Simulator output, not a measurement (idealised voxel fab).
process module | voxel capacitor over wiring
cross-section cut | 210 nm wide | cells 5 nm
A cross-section is a grid of square cells, given in bands from the top down. A band is one or more rows of cells.
Each band's line starts with the height of the band's top and of its bottom, in nm. Then come its materials from left to right, each with its width in nm. One material with "throughout" fills the band from edge to edge. "air" is empty space.
Height 0 is the level under which the wafer as received is all one material. The lowest band goes on downwards, as in "0 down".
A width such as "30 to 40" changes by the same amount from each row of cells to the next, from the band's top row to its bottom row.
"no change" after a step means that no cell of the cross-section changed.
closed voids: empty space of 8 cells or more with no open way to the top, each as width x height at its distance from the left edge, in nm
after a step's settings: what the simulator itself notes on the step
overlay nm, on a step with a mask: how far to the right of its planned place the mask lay; to the left if negative
plan
1 op RECEIVE | material Si
2 op CONFORMAL_DEP | material SiO2 | thk nm 15
3 op CONFORMAL_DEP | material SiN | thk nm 5
4 op DIRECTIONAL_DEP | material SiO2 | thk nm 25
5 op PATTERN | tone open | mask id METAL_1 | material resist | width nm 30 | pitch nm 95 | thk nm 20 | overlay nm 0
6 op DIRECTIONAL_ETCH | etch materials SiO2 | depth nm 25
7 op DIRECTIONAL_ETCH | etch materials SiN | depth nm 5
8 op STRIP | etch materials resist
9 op CONFORMAL_DEP | material TiN | thk nm 5
10 op FILL_DEP | material Cu | thk nm 10
11 op CMP | height nm 45
12 op EPI | material Ru | thk nm 5
13 op FILL_DEP | material SiCN | thk nm 5
14 op DIRECTIONAL_DEP | material lowk | thk nm 15
15 op PATTERN | tone open | mask id PLUG_1 | material resist | width nm 15 | thk nm 15 | overlay nm 0
16 op DIRECTIONAL_ETCH | etch materials lowk | depth nm 15
17 op DIRECTIONAL_ETCH | etch materials SiCN | depth nm 5
18 op STRIP | etch materials resist
19 op CONFORMAL_DEP | material TiN | thk nm 5
20 op FILL_DEP | material Cu | thk nm 10
21 op CMP | height nm 70
22 op DIRECTIONAL_DEP | material TiN | thk nm 10
23 op DIRECTIONAL_DEP | material Al2O3 | thk nm 5
24 op DIRECTIONAL_DEP | material TiN | thk nm 10
25 op MASKED_ETCH | tone cover | mask id UPPER_PLATE | width nm 70 | etch materials TiN | depth nm 10 | overlay nm 0
26 op MASKED_ETCH | tone cover | mask id UPPER_PLATE | width nm 70 | etch materials Al2O3 | depth nm 5 | overlay nm 0
27 op DIRECTIONAL_DEP | material aC | thk nm 15
28 op PATTERN | tone cover | mask id LOWER_PLATE | material resist | width nm 80 | thk nm 30 | overlay nm 0
29 op DIRECTIONAL_ETCH | etch materials aC | depth nm 15
30 op STRIP | etch materials resist
31 op DIRECTIONAL_ETCH | etch materials TiN | depth nm 10
32 op STRIP | etch materials aC
33 op FILL_DEP | material SiO2 | thk nm 20
34 op CMP | height nm 110
35 op MASKED_ETCH | tone open | mask id PLUG_2 | width nm 15 | etch materials SiO2 | depth nm 15 | overlay nm 0
36 op CONFORMAL_DEP | material TiN | thk nm 5
37 op FILL_DEP | material Cu | thk nm 10
38 op CMP | height nm 110
39 op CONFORMAL_DEP | material SiCN | thk nm 5
first wafer, as planned
as received, after step 1
  0 down: Si throughout
  closed voids: none
after step 2
  15 to 0: SiO2 throughout
  below 0: unchanged
after step 3
  20 to 15: SiN throughout
  below 15: unchanged
after step 4
  45 to 20: SiO2 throughout
  below 20: unchanged
after step 5
  65 to 45: resist 40 | air 30 | resist 65 | air 30 | resist 45
  below 45: unchanged
after step 6
  65 to 45: resist 40 | air 30 | resist 65 | air 30 | resist 45
  45 to 20: SiO2 40 | air 30 | SiO2 65 | air 30 | SiO2 45
  below 20: unchanged
after step 7
  65 to 45: resist 40 | air 30 | resist 65 | air 30 | resist 45
  45 to 20: SiO2 40 | air 30 | SiO2 65 | air 30 | SiO2 45
  20 to 15: SiN 40 | air 30 | SiN 65 | air 30 | SiN 45
  below 15: unchanged
after step 8
  45 to 20: SiO2 40 | air 30 | SiO2 65 | air 30 | SiO2 45
  below 20: unchanged
after step 9
  50 to 45: TiN 45 | air 20 | TiN 75 | air 20 | TiN 50
  45 to 20: SiO2 40 | TiN 5 | air 20 | TiN 5 | SiO2 65 | TiN 5 | air 20 | TiN 5 | SiO2 45
  20 to 15: SiN 40 | TiN 30 | SiN 65 | TiN 30 | SiN 45
  below 15: unchanged
after step 10
  60 to 50: Cu throughout
  50 to 45: TiN 45 | Cu 20 | TiN 75 | Cu 20 | TiN 50
  45 to 20: SiO2 40 | TiN 5 | Cu 20 | TiN 5 | SiO2 65 | TiN 5 | Cu 20 | TiN 5 | SiO2 45
  below 20: unchanged
after step 11
  45 to 20: SiO2 40 | TiN 5 | Cu 20 | TiN 5 | SiO2 65 | TiN 5 | Cu 20 | TiN 5 | SiO2 45
  below 20: unchanged
after step 12
  50 to 45: air 35 | Ru 40 | air 55 | Ru 40 | air 40
  below 45: unchanged
after step 13
  55 to 50: SiCN throughout
  50 to 45: SiCN 35 | Ru 40 | SiCN 55 | Ru 40 | SiCN 40
  below 45: unchanged
after step 14
  70 to 55: lowk throughout
  below 55: unchanged
after step 15
  85 to 70: resist 55 | air 15 | resist 140
  below 70: unchanged
after step 16
  85 to 70: resist 55 | air 15 | resist 140
  70 to 55: lowk 55 | air 15 | lowk 140
  below 55: unchanged
after step 17
  85 to 70: resist 55 | air 15 | resist 140
  70 to 55: lowk 55 | air 15 | lowk 140
  55 to 50: SiCN 55 | air 15 | SiCN 140
  below 50: unchanged
after step 18
  70 to 55: lowk 55 | air 15 | lowk 140
  below 55: unchanged
after step 19
  75 to 70: TiN 60 | air 5 | TiN 145
  70 to 55: lowk 55 | TiN 5 | air 5 | TiN 5 | lowk 140
  55 to 50: SiCN 55 | TiN 15 | SiCN 140
  below 50: unchanged
after step 20
  85 to 75: Cu throughout
  75 to 70: TiN 60 | Cu 5 | TiN 145
  70 to 55: lowk 55 | TiN 5 | Cu 5 | TiN 5 | lowk 140
  below 55: unchanged
after step 21
  70 to 55: lowk 55 | TiN 5 | Cu 5 | TiN 5 | lowk 140
  below 55: unchanged
after step 22
  80 to 70: TiN throughout
  below 70: unchanged
after step 23
  85 to 80: Al2O3 throughout
  below 80: unchanged
after step 24
  95 to 85: TiN throughout
  below 85: unchanged
after step 25
  95 to 85: air 55 | TiN 70 | air 85
  below 85: unchanged
after step 26
  95 to 85: air 55 | TiN 70 | air 85
  85 to 80: air 55 | Al2O3 70 | air 85
  below 80: unchanged
after step 27
  110 to 95: air 55 | aC 70 | air 85
  95 to 85: aC 55 | TiN 70 | aC 85
  85 to 80: aC 55 | Al2O3 70 | aC 85
  below 80: unchanged
after step 28
  140 to 110: air 50 | resist 80 | air 80
  110 to 95: air 50 | resist 5 | aC 70 | resist 5 | air 80
  below 95: unchanged
after step 29
  125 to 110: air 50 | resist 80 | air 80
  110 to 95: air 50 | resist 5 | aC 70 | resist 5 | air 80
  95 to 85: air 50 | aC 5 | TiN 70 | aC 5 | air 80
  85 to 80: air 50 | aC 5 | Al2O3 70 | aC 5 | air 80
  below 80: unchanged
after step 30
  110 to 95: air 55 | aC 70 | air 85
  below 95: unchanged
after step 31
  110 to 95: air 55 | aC 70 | air 85
  95 to 85: air 50 | aC 5 | TiN 70 | aC 5 | air 80
  85 to 80: air 50 | aC 5 | Al2O3 70 | aC 5 | air 80
  80 to 70: air 50 | TiN 80 | air 80
  below 70: unchanged
after step 32
  95 to 85: air 55 | TiN 70 | air 85
  85 to 80: air 55 | Al2O3 70 | air 85
  below 80: unchanged
after step 33
  115 to 95: SiO2 throughout
  95 to 85: SiO2 55 | TiN 70 | SiO2 85
  85 to 80: SiO2 55 | Al2O3 70 | SiO2 85
  80 to 70: SiO2 50 | TiN 80 | SiO2 80
  below 70: unchanged
after step 34
  110 to 95: SiO2 throughout
  below 95: unchanged
after step 35
  110 to 95: SiO2 65 | air 15 | SiO2 130
  below 95: unchanged
after step 36
  115 to 110: TiN 70 | air 5 | TiN 135
  110 to 100: SiO2 65 | TiN 5 | air 5 | TiN 5 | SiO2 130
  100 to 95: SiO2 65 | TiN 15 | SiO2 130
  below 95: unchanged
after step 37
  125 to 115: Cu throughout
  115 to 110: TiN 70 | Cu 5 | TiN 135
  110 to 100: SiO2 65 | TiN 5 | Cu 5 | TiN 5 | SiO2 130
  below 100: unchanged
after step 38
  110 to 100: SiO2 65 | TiN 5 | Cu 5 | TiN 5 | SiO2 130
  below 100: unchanged
after step 39
  115 to 110: SiCN throughout
  below 110: unchanged
second wafer: like start, like plan, one mistake. Through step 1 it matches the first wafer
when step 2 should have ended
  30 to 0: SiO2 throughout
  below 0: unchanged
when step 3 should have ended
  35 to 30: SiN throughout
  below 30: unchanged
when step 4 should have ended
  60 to 35: SiO2 throughout
  below 35: unchanged
when step 5 should have ended
  80 to 60: resist 40 | air 30 | resist 65 | air 30 | resist 45
  below 60: unchanged
when step 6 should have ended
  80 to 60: resist 40 | air 30 | resist 65 | air 30 | resist 45
  60 to 35: SiO2 40 | air 30 | SiO2 65 | air 30 | SiO2 45
  below 35: unchanged
when step 7 should have ended
  80 to 60: resist 40 | air 30 | resist 65 | air 30 | resist 45
  60 to 35: SiO2 40 | air 30 | SiO2 65 | air 30 | SiO2 45
  35 to 30: SiN 40 | air 30 | SiN 65 | air 30 | SiN 45
  below 30: unchanged
when step 8 should have ended
  60 to 35: SiO2 40 | air 30 | SiO2 65 | air 30 | SiO2 45
  below 35: unchanged
when step 9 should have ended
  65 to 60: TiN 45 | air 20 | TiN 75 | air 20 | TiN 50
  60 to 35: SiO2 40 | TiN 5 | air 20 | TiN 5 | SiO2 65 | TiN 5 | air 20 | TiN 5 | SiO2 45
  35 to 30: SiN 40 | TiN 30 | SiN 65 | TiN 30 | SiN 45
  below 30: unchanged
when step 10 should have ended
  75 to 65: Cu throughout
  65 to 60: TiN 45 | Cu 20 | TiN 75 | Cu 20 | TiN 50
  60 to 35: SiO2 40 | TiN 5 | Cu 20 | TiN 5 | SiO2 65 | TiN 5 | Cu 20 | TiN 5 | SiO2 45
  below 35: unchanged
when step 11 should have ended
  45 to 35: SiO2 40 | TiN 5 | Cu 20 | TiN 5 | SiO2 65 | TiN 5 | Cu 20 | TiN 5 | SiO2 45
  below 35: unchanged
when step 12 should have ended
  50 to 45: air 35 | Ru 40 | air 55 | Ru 40 | air 40
  below 45: unchanged
when step 13 should have ended
  55 to 50: SiCN throughout
  50 to 45: SiCN 35 | Ru 40 | SiCN 55 | Ru 40 | SiCN 40
  below 45: unchanged
when step 14 should have ended
  70 to 55: lowk throughout
  below 55: unchanged
when step 15 should have ended
  85 to 70: resist 55 | air 15 | resist 140
  below 70: unchanged
when step 16 should have ended
  85 to 70: resist 55 | air 15 | resist 140
  70 to 55: lowk 55 | air 15 | lowk 140
  below 55: unchanged
when step 17 should have ended
  85 to 70: resist 55 | air 15 | resist 140
  70 to 55: lowk 55 | air 15 | lowk 140
  55 to 50: SiCN 55 | air 15 | SiCN 140
  below 50: unchanged
when step 18 should have ended
  70 to 55: lowk 55 | air 15 | lowk 140
  below 55: unchanged
when step 19 should have ended
  75 to 70: TiN 60 | air 5 | TiN 145
  70 to 55: lowk 55 | TiN 5 | air 5 | TiN 5 | lowk 140
  55 to 50: SiCN 55 | TiN 15 | SiCN 140
  below 50: unchanged
when step 20 should have ended
  85 to 75: Cu throughout
  75 to 70: TiN 60 | Cu 5 | TiN 145
  70 to 55: lowk 55 | TiN 5 | Cu 5 | TiN 5 | lowk 140
  below 55: unchanged
when step 21 should have ended
  70 to 55: lowk 55 | TiN 5 | Cu 5 | TiN 5 | lowk 140
  below 55: unchanged
when step 22 should have ended
  80 to 70: TiN throughout
  below 70: unchanged
when step 23 should have ended
  85 to 80: Al2O3 throughout
  below 80: unchanged
when step 24 should have ended
  95 to 85: TiN throughout
  below 85: unchanged
when step 25 should have ended
  95 to 85: air 55 | TiN 70 | air 85
  below 85: unchanged
when step 26 should have ended
  95 to 85: air 55 | TiN 70 | air 85
  85 to 80: air 55 | Al2O3 70 | air 85
  below 80: unchanged
when step 27 should have ended
  110 to 95: air 55 | aC 70 | air 85
  95 to 85: aC 55 | TiN 70 | aC 85
  85 to 80: aC 55 | Al2O3 70 | aC 85
  below 80: unchanged
when step 28 should have ended
  140 to 110: air 50 | resist 80 | air 80
  110 to 95: air 50 | resist 5 | aC 70 | resist 5 | air 80
  below 95: unchanged
when step 29 should have ended
  125 to 110: air 50 | resist 80 | air 80
  110 to 95: air 50 | resist 5 | aC 70 | resist 5 | air 80
  95 to 85: air 50 | aC 5 | TiN 70 | aC 5 | air 80
  85 to 80: air 50 | aC 5 | Al2O3 70 | aC 5 | air 80
  below 80: unchanged
when step 30 should have ended
  110 to 95: air 55 | aC 70 | air 85
  below 95: unchanged
when step 31 should have ended
  110 to 95: air 55 | aC 70 | air 85
  95 to 85: air 50 | aC 5 | TiN 70 | aC 5 | air 80
  85 to 80: air 50 | aC 5 | Al2O3 70 | aC 5 | air 80
  80 to 70: air 50 | TiN 80 | air 80
  below 70: unchanged
when step 32 should have ended
  95 to 85: air 55 | TiN 70 | air 85
  85 to 80: air 55 | Al2O3 70 | air 85
  below 80: unchanged
when step 33 should have ended
  115 to 95: SiO2 throughout
  95 to 85: SiO2 55 | TiN 70 | SiO2 85
  85 to 80: SiO2 55 | Al2O3 70 | SiO2 85
  80 to 70: SiO2 50 | TiN 80 | SiO2 80
  below 70: unchanged
when step 34 should have ended
  110 to 95: SiO2 throughout
  below 95: unchanged
when step 35 should have ended
  110 to 95: SiO2 65 | air 15 | SiO2 130
  below 95: unchanged
when step 36 should have ended
  115 to 110: TiN 70 | air 5 | TiN 135
  110 to 100: SiO2 65 | TiN 5 | air 5 | TiN 5 | SiO2 130
  100 to 95: SiO2 65 | TiN 15 | SiO2 130
  below 95: unchanged
when step 37 should have ended
  125 to 115: Cu throughout
  115 to 110: TiN 70 | Cu 5 | TiN 135
  110 to 100: SiO2 65 | TiN 5 | Cu 5 | TiN 5 | SiO2 130
  below 100: unchanged
when step 38 should have ended
  110 to 100: SiO2 65 | TiN 5 | Cu 5 | TiN 5 | SiO2 130
  below 100: unchanged
when step 39 should have ended
  115 to 110: SiCN throughout
  below 110: unchanged
what went wrong: step 2 was run twice
at the end the second wafer has, in cells: 24 fewer of Cu | 36 more of SiO2 | 12 fewer of TiN
